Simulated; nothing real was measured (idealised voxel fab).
Name of the process module below: voxel released beams
Each square cell in cross-section cut measures 5 nm, and the section as a whole is 265 nm wide.
Cross-section spec: square-cell grid; bands listed top down; each band is one or more rows.
It is stipulated that each band's entry specify, in nanometres, the height of the top of the band and then that of its bottom, followed by the materials of the band in left-to-right sequence, each together with its width in nanometres. A single material marked by the word "edge to edge" is understood to fill the band from edge to edge; the word "air" is understood to denote empty space.
Counting heights begins at 0, where everything beneath is, in the wafer as received, one material. The lowest band has no bottom; it goes on downwards, as "top 0, no bottom" shows.
A width such as "30->40" changes by the same amount from each row of cells to the next, from the band's top row to its bottom row.
"no modification" means the step left every cell of the cross-section as it was.
What "Enclosed void listing" gives you is every empty space of 8 cells or more that is cut off from the top. Each appears as width x height at distance, with the distance taken from the left edge and width, height and distance all in nm.
Text after the settings on a step's line: the simulator's own remark on that step.
Steps that use a mask can have "overlay nm" on their line. It says how far the mask sat to the right of where it was meant to be. Negative means to the left.
# Below is the list of planned process steps
1 RECEIVE, material Si
2 CONFORMAL_DEP, material Al2O3, thk nm 10
3 DIRECTIONAL_DEP, material SiO2, thk nm 10
4 MASKED_ETCH, tone open, mask id ANCHOR, width nm 40, etch materials SiO2, depth nm 10, overlay nm 0
5 CONFORMAL_DEP, material W, thk nm 15
6 MASKED_ETCH, tone cover, mask id BEAM, width nm 90, etch materials W, depth nm 15, overlay nm 0
7 STRIP, etch materials SiO2
# Cross-section of the wafer upon arrival, representing the state reached after step 1
> top 0, no bottom: Si edge to edge
> Enclosed void listing: none
# Same starting wafer, same plan as above, one mistake in the execution; this is the cross-section at the end of the module
> top 25, bottom 15: air=85->90, then W=10->5, then air=30, then W=50->5, then air=90->135
> top 15, bottom 10: air=90, then W=40, then air=135
> top 10, bottom 0: Al2O3 edge to edge
> top 0, no bottom: Si edge to edge
> Enclosed void listing: none
Deviation from plan: step 5 was run on a setting that differed from the plan, and what really ran there is CONFORMAL_DEP, material W, thk nm 5
